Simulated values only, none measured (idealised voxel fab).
voxel transistor to metal: a process module
Square cells of 5 nm make up the cross-section cut, whose width is 175 nm.
Heads up, the way a cross-section reads in here is a grid of square cells, handed over as bands from the top down, with every band being one or more rows of cells.
What a band's entry tells you: where the top is and where the bottom is, as heights in nm, and after that what lies inside, material by material from left to right, each with its width in nm. Empty space is written as the word "empty", and a single material marked with the word "throughout" occupies the band from edge to edge.
Zero point of the height axis is 0; under it, received wafer = one material. Lowest band: continues down indefinitely, "0 down".
A width such as "30..40" changes by the same amount from each row of cells to the next, from the band's top row to its bottom row.
It should be understood that the words "nothing changed", when stated for a given step, signify that the cross-section underwent no change in any of its cells during that step.
Entry "Cavities, sealed" = empty spaces >= 8 cells with no open way to the top; each as width x height at distance, distance from left edge, all nm.
Step line, after settings: the simulator's comment on this step.
A step's line can hold "overlay nm"; with a mask on that step, the setting says how far right of the planned place the mask lay, while a negative setting says it lay to the left.
Heads up before you read on: it's before/after pairs around one process step each, after side only down to the lowest band that changed, step plus settings under the pair. Pairs can be from different runs of this module, same starting wafer, so only chain a pair onto the one above if its "Pre-step cross-section" entry says so.

Pre-step cross-section:
	40 to 35  TiN (45), empty (5), TiN (75), empty (5), TiN (45)
	35 to 25  SiO2 (40), TiN (5), empty (5), TiN (5), SiO2 (65), TiN (5), empty (5), TiN (5), SiO2 (40)
	25 to 20  SiO2 (40), TiN (15), SiO2 (65), TiN (15), SiO2 (40)
	20 to 10  W (70), TiN (5), HfO2 (5), SiN (15), HfO2 (5), TiN (5), W (70)
	10 to 5  TiN (30), W (40), TiN (5), HfO2 (5), SiN (15), HfO2 (5), TiN (5), W (40), TiN (30)
	5 to 0  HfO2 (25), TiN (50), HfO2 (5), SiN (15), HfO2 (5), TiN (50), HfO2 (25)
	0 to -5  SiO2 (20), HfO2 (60), SiO2 (15), HfO2 (60), SiO2 (20)
	-5 to -30  SiO2 (30), Si (115), SiO2 (30)
	-30 down  Si throughout
	Cavities, sealed: none

Post-Step Section View:
	45 to 40  Ru throughout
	40 to 35  TiN (45), Ru (5), TiN (75), Ru (5), TiN (45)
	35 to 25  SiO2 (40), TiN (5), Ru (5), TiN (5), SiO2 (65), TiN (5), Ru (5), TiN (5), SiO2 (40)
	Rest of section, below 25: as before.
	Cavities, sealed: none
The two cross-sections above are separated by a single process step, namely FILL_DEP, material Ru, thk nm 5

Pre-step cross-section: no separate figure, the pair right above already shows it after its step.

Post-Step Section View:
	35 to 25  SiO2 (40), TiN (5), Ru (5), TiN (5), SiO2 (65), TiN (5), Ru (5), TiN (5), SiO2 (40)
	Rest of section, below 25: as before.
	Cavities, sealed: none
The two cross-sections above are separated by a single process step, namely CMP, height nm 35

Pre-step cross-section: no separate figure, the pair right above already shows it after its step.

Post-Step Section View:
	40 to 35  SiN throughout
	Rest of section, below 35: as before.
	Cavities, sealed: none
The two cross-sections above are separated by a single process step, namely CONFORMAL_DEP, material SiN, thk nm 5

Pre-step cross-section: no separate figure, the pair right above already shows it after its step.

Post-Step Section View:
	55 to 40  SiO2 throughout
	Rest of section, below 40: as before.
	Cavities, sealed: none
The two cross-sections above are separated by a single process step, namely DIRECTIONAL_DEP, material SiO2, thk nm 15

Pre-step cross-section: no separate figure, the pair right above already shows it after its step.

Post-Step Section View:
	55 to 40  SiO2 (40), empty (15), SiO2 (65), empty (15), SiO2 (40)
	Rest of section, below 40: as before.
	Cavities, sealed: none
The two cross-sections above are separated by a single process step, namely MASKED_ETCH, tone open, mask id METAL_1, width nm 15, pitch nm 80, etch materials SiO2, depth nm 15, overlay nm 0

Pre-step cross-section: no separate figure, the pair right above already shows it after its step.

Post-Step Section View:
	55 to 40  SiO2 (40), empty (15), SiO2 (65), empty (15), SiO2 (40)
	40 to 35  SiN (40), empty (15), SiN (65), empty (15), SiN (40)
	Rest of section, below 35: as before.
	Cavities, sealed: none
The two cross-sections above are separated by a single process step, namely MASKED_ETCH, tone open, mask id METAL_1, width nm 15, pitch nm 80, etch materials SiN, depth nm 5, overlay nm 0

Pre-step cross-section: no separate figure, the pair right above already shows it after its step.

Post-Step Section View:
	60 to 55  TiN (45), empty (5), TiN (75), empty (5), TiN (45)
	55 to 40  SiO2 (40), TiN (5), empty (5), TiN (5), SiO2 (65), TiN (5), empty (5), TiN (5), SiO2 (40)
	40 to 35  SiN (40), TiN (15), SiN (65), TiN (15), SiN (40)
	Rest of section, below 35: as before.
	Cavities, sealed: none
The two cross-sections above are separated by a single process step, namely CONFORMAL_DEP, material TiN, thk nm 5

Pre-step cross-section: no separate figure, the pair right above already shows it after its step.

Post-Step Section View:
	70 to 60  Cu throughout
	60 to 55  TiN (45), Cu (5), TiN (75), Cu (5), TiN (45)
	55 to 40  SiO2 (40), TiN (5), Cu (5), TiN (5), SiO2 (65), TiN (5), Cu (5), TiN (5), SiO2 (40)
	Rest of section, below 40: as before.
	Cavities, sealed: none
The two cross-sections above are separated by a single process step, namely FILL_DEP, material Cu, thk nm 10

Pre-step cross-section: no separate figure, the pair right above already shows it after its step.

Post-Step Section View:
	55 to 40  SiO2 (40), TiN (5), Cu (5), TiN (5), SiO2 (65), TiN (5), Cu (5), TiN (5), SiO2 (40)
	Rest of section, below 40: as before.
	Cavities, sealed: none
The two cross-sections above are separated by a single process step, namely CMP, height nm 55

Pre-step cross-section: no separate figure, the pair right above already shows it after its step.

Post-Step Section View:
	60 to 55  empty (35), Ru (25), empty (55), Ru (25), empty (35)
	Rest of section, below 55: as before.
	Cavities, sealed: none
The two cross-sections above are separated by a single process step, namely EPI, material Ru, thk nm 5

Pre-step cross-section: no separate figure, the pair right above already shows it after its step.

Post-Step Section View:
	65 to 60  SiCN throughout
	60 to 55  SiCN (35), Ru (25), SiCN (55), Ru (25), SiCN (35)
	Rest of section, below 55: as before.
	Cavities, sealed: none
The two cross-sections above are separated by a single process step, namely FILL_DEP, material SiCN, thk nm 5

Pre-step cross-section: no separate figure, the pair right above already shows it after its step.

Post-Step Section View:
	95 to 65  SiO2 throughout
	Rest of section, below 65: as before.
	Cavities, sealed: none
The two cross-sections above are separated by a single process step, namely DIRECTIONAL_DEP, material SiO2, thk nm 30

Pre-step cross-section: no separate figure, the pair right above already shows it after its step.

Post-Step Section View:
	95 to 75  SiO2 (40), empty (15), SiO2 (65), empty (15), SiO2 (40)
	Rest of section, below 75: as before.
	Cavities, sealed: none
The two cross-sections above are separated by a single process step, namely MASKED_ETCH, tone open, mask id METAL_2, width nm 15, pitch nm 80, etch materials SiO2, depth nm 20, overlay nm 0

Pre-step cross-section: no separate figure, the pair right above already shows it after its step.

Post-Step Section View:
	115 to 95  resist (40), empty (15), resist (65), empty (15), resist (40)
	Rest of section, below 95: as before.
	Cavities, sealed: none
The two cross-sections above are separated by a single process step, namely PATTERN, tone open, mask id METAL_2_HOLES, material resist, width nm 15, pitch nm 80, thk nm 20, overlay nm 0

Pre-step cross-section: no separate figure, the pair right above already shows it after its step.

Post-Step Section View:
	115 to 95  resist (40), empty (15), resist (65), empty (15), resist (40)
	95 to 65  SiO2 (40), empty (15), SiO2 (65), empty (15), SiO2 (40)
	Rest of section, below 65: as before.
	Cavities, sealed: none
The two cross-sections above are separated by a single process step, namely DIRECTIONAL_ETCH, etch materials SiO2, depth nm 10

Pre-step cross-section: no separate figure, the pair right above already shows it after its step.

Post-Step Section View:
	115 to 95  resist (40), empty (15), resist (65), empty (15), resist (40)
	95 to 65  SiO2 (40), empty (15), SiO2 (65), empty (15), SiO2 (40)
	65 to 60  SiCN (40), empty (15), SiCN (65), empty (15), SiCN (40)
	Rest of section, below 60: as before.
	Cavities, sealed: none
The two cross-sections above are separated by a single process step, namely DIRECTIONAL_ETCH, etch materials SiCN, depth nm 5

Pre-step cross-section: no separate figure, the pair right above already shows it after its step.

Post-Step Section View:
	95 to 65  SiO2 (40), empty (15), SiO2 (65), empty (15), SiO2 (40)
	Rest of section, below 65: as before.
	Cavities, sealed: none
The two cross-sections above are separated by a single process step, namely STRIP, etch materials resist

Pre-step cross-section: no separate figure, the pair right above already shows it after its step.

Post-Step Section View:
	100 to 95  TiN (45), empty (5), TiN (75), empty (5), TiN (45)
	95 to 65  SiO2 (40), TiN (5), empty (5), TiN (5), SiO2 (65), TiN (5), empty (5), TiN (5), SiO2 (40)
	65 to 60  SiCN (40), TiN (15), SiCN (65), TiN (15), SiCN (40)
	Rest of section, below 60: as before.
	Cavities, sealed: none
The two cross-sections above are separated by a single process step, namely CONFORMAL_DEP, material TiN, thk nm 5

Pre-step cross-section: no separate figure, the pair right above already shows it after its step.

Post-Step Section View:
	110 to 100  Cu throughout
	100 to 95  TiN (45), Cu (5), TiN (75), Cu (5), TiN (45)
	95 to 65  SiO2 (40), TiN (5), Cu (5), TiN (5), SiO2 (65), TiN (5), Cu (5), TiN (5), SiO2 (40)
	Rest of section, below 65: as before.
	Cavities, sealed: none
The two cross-sections above are separated by a single process step, namely FILL_DEP, material Cu, thk nm 10

Pre-step cross-section: no separate figure, the pair right above already shows it after its step.

Post-Step Section View:
	95 to 65  SiO2 (40), TiN (5), Cu (5), TiN (5), SiO2 (65), TiN (5), Cu (5), TiN (5), SiO2 (40)
	Rest of section, below 65: as before.
	Cavities, sealed: none
The two cross-sections above are separated by a single process step, namely CMP, height nm 95

Pre-step cross-section: no separate figure, the pair right above already shows it after its step.

Post-Step Section View:
	100 to 95  SiCN throughout
	Rest of section, below 95: as before.
	Cavities, sealed: none
The two cross-sections above are separated by a single process step, namely CONFORMAL_DEP, material SiCN, thk nm 5
